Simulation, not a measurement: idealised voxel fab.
Title: Process Module voxel gate over fins
We display cut, a cross-section 220 nm in width whose square cells are each 5 nm.
In what follows, cross-sections appear as grids of square cells, described through bands that run from the top down, where every band is one or more rows of cells. Basically the band line says how high the top is and how high the bottom is, in nm, and then what's in it from left to right, every material with its width in nm. Empty space shows up as "air", and if a single material carries "edge to edge" it runs the full band edge to edge. The level at which height equals 0 is the one under which the wafer, as it arrives, is entirely one material. No lower edge exists for the bottom band, which continues downward and is notated as in "0 and below". A width given as "30..40" starts at the first number in the band's top row and ends at the second number in its bottom row, shifting by an equal amount at every step from row to row. What does "remained the same" mean for a step? It means no cell of the cross-section changed in that step. Listed in "Closed cavity list": every empty space of 8 or more cells without an open way to the top. Form: width x height at distance, the distance being from the left edge, all in nm. It should be noted that, on the line of a given step, the content following the step's settings is a remark produced by the simulator itself with respect to that step. "overlay nm", when on a step's line for a step with a mask, measures how far to the right of its planned place the mask lay; a negative measure means to the left.

## The planned process steps are enumerated hereunder
1 RECEIVE (material Si)
2 CONFORMAL_DEP (material SiN; thk nm 5)
3 MASKED_ETCH (tone cover; mask id FINS; width nm 15; pitch nm 50; etch materials SiN; depth nm 5; overlay nm 0)
4 MASKED_ETCH (tone cover; mask id FINS; width nm 15; pitch nm 50; etch materials Si; depth nm 40; overlay nm 0)
5 FILL_DEP (material SiO2; thk nm 5)
6 CMP (height nm 5)
7 PATTERN (tone open; mask id RAIL; material resist; width nm 15; thk nm 15; overlay nm 0)
8 DIRECTIONAL_ETCH (etch materials SiO2; depth nm 40)
9 STRIP (etch materials resist)
10 CONFORMAL_DEP (material TiN; thk nm 5)
11 FILL_DEP (material Ru; thk nm 10)
12 CMP (height nm 5)
13 SELECTIVE_ETCH (etch materials W Ru TiN; depth nm 30)
14 FILL_DEP (material SiO2; thk nm 5)
15 CMP (height nm 5)
16 SELECTIVE_ETCH (etch materials SiO2; depth nm 20)
17 STRIP (etch materials SiN)
18 CONFORMAL_DEP (material HfO2; thk nm 5)
19 CONFORMAL_DEP (material TiN; thk nm 5)
20 CONFORMAL_DEP (material TiAl; thk nm 5)
21 CONFORMAL_DEP (material TiN; thk nm 5)
22 FILL_DEP (material W; thk nm 15)
23 CMP (height nm 30)
24 CONFORMAL_DEP (material SiN; thk nm 5)

## Wafer as received: cross-section following step 1
  0 and below = Si edge to edge
  Closed cavity list: none

## First wafer of two, sectioned at end of module; run went per plan
  35 down to 30 = SiN edge to edge
  30 down to 20 = W edge to edge
  20 down to 15 = W=30 / TiN=155 / W=35
  15 down to 10 = W=30 / TiN=5 / TiAl=45 / TiN=5 / TiAl=45 / TiN=5 / TiAl=45 / TiN=5 / W=35
  10 down to 5 = W=30 / TiN=5 / TiAl=5 / TiN=35 / TiAl=5 / TiN=5 / TiAl=5 / TiN=35 / TiAl=5 / TiN=5 / TiAl=5 / TiN=35 / TiAl=5 / TiN=5 / W=35
  5 down to 0 = TiN=35 / TiAl=5 / TiN=5 / HfO2=25 / TiN=5 / TiAl=5 / TiN=5 / TiAl=5 / TiN=5 / HfO2=25 / TiN=5 / TiAl=5 / TiN=5 / TiAl=5 / TiN=5 / HfO2=25 / TiN=5 / TiAl=5 / TiN=40
  0 down to -5 = TiAl=40 / TiN=5 / HfO2=5 / Si=15 / HfO2=5 / TiN=5 / TiAl=15 / TiN=5 / HfO2=5 / Si=15 / HfO2=5 / TiN=5 / TiAl=15 / TiN=5 / HfO2=5 / Si=15 / HfO2=5 / TiN=5 / TiAl=45
  -5 down to -10 = TiN=45 / HfO2=5 / Si=15 / HfO2=5 / TiN=25 / HfO2=5 / Si=15 / HfO2=5 / TiN=25 / HfO2=5 / Si=15 / HfO2=5 / TiN=50
  -10 down to -15 = HfO2=50 / Si=15 / HfO2=35 / Si=15 / HfO2=35 / Si=15 / HfO2=55
  -15 down to -25 = SiO2=50 / Si=15 / SiO2=35 / Si=15 / SiO2=35 / Si=15 / SiO2=55
  -25 down to -30 = SiO2=50 / Si=15 / SiO2=10 / TiN=5 / Ru=5 / TiN=5 / SiO2=10 / Si=15 / SiO2=35 / Si=15 / SiO2=55
  -30 down to -35 = SiO2=50 / Si=15 / SiO2=10 / TiN=15 / SiO2=10 / Si=15 / SiO2=35 / Si=15 / SiO2=55
  -35 down to -40 = SiO2=50 / Si=15 / SiO2=35 / Si=15 / SiO2=35 / Si=15 / SiO2=55
  -40 and below = Si edge to edge
  Closed cavity list: none

## Cross-section, second wafer: same start as the first, same plan as the first, one mistake in running it; taken at the end of the module
  35 down to 30 = SiN edge to edge
  30 down to 20 = W edge to edge
  20 down to 15 = W=30 / TiN=155 / W=35
  15 down to 10 = W=30 / TiN=5 / TiAl=45 / TiN=5 / TiAl=45 / TiN=5 / TiAl=45 / TiN=5 / W=35
  10 down to 5 = W=30 / TiN=5 / TiAl=5 / TiN=35 / TiAl=5 / TiN=5 / TiAl=5 / TiN=35 / TiAl=5 / TiN=5 / TiAl=5 / TiN=35 / TiAl=5 / TiN=5 / W=35
  5 down to 0 = TiN=35 / TiAl=5 / TiN=5 / HfO2=25 / TiN=5 / TiAl=5 / TiN=5 / TiAl=5 / TiN=5 / HfO2=25 / TiN=5 / TiAl=5 / TiN=5 / TiAl=5 / TiN=5 / HfO2=25 / TiN=5 / TiAl=5 / TiN=40
  0 down to -5 = TiAl=40 / TiN=5 / HfO2=5 / Si=15 / HfO2=5 / TiN=5 / TiAl=15 / TiN=5 / HfO2=5 / Si=15 / HfO2=5 / TiN=5 / TiAl=15 / TiN=5 / HfO2=5 / Si=15 / HfO2=5 / TiN=5 / TiAl=45
  -5 down to -10 = TiN=45 / HfO2=5 / Si=15 / HfO2=5 / TiN=25 / HfO2=5 / Si=15 / HfO2=5 / TiN=25 / HfO2=5 / Si=15 / HfO2=5 / TiN=50
  -10 down to -15 = HfO2=50 / Si=15 / HfO2=35 / Si=15 / HfO2=35 / Si=15 / HfO2=55
  -15 down to -25 = SiO2=50 / Si=15 / SiO2=35 / Si=15 / SiO2=35 / Si=15 / SiO2=55
  -25 down to -30 = SiO2=50 / Si=15 / SiO2=15 / TiN=5 / Ru=5 / TiN=5 / SiO2=5 / Si=15 / SiO2=35 / Si=15 / SiO2=55
  -30 down to -35 = SiO2=50 / Si=15 / SiO2=15 / TiN=15 / SiO2=5 / Si=15 / SiO2=35 / Si=15 / SiO2=55
  -35 down to -40 = SiO2=50 / Si=15 / SiO2=35 / Si=15 / SiO2=35 / Si=15 / SiO2=55
  -40 and below = Si edge to edge
  Closed cavity list: none
The mistake made against the process plan was this: step 7: run off-plan, actual operation and settings PATTERN (tone open; mask id RAIL; material resist; width nm 15; thk nm 15; overlay nm 5)
If you tally the cells, the second wafer ends up with the same amount of every material as the first; it's all just sitting in different places.
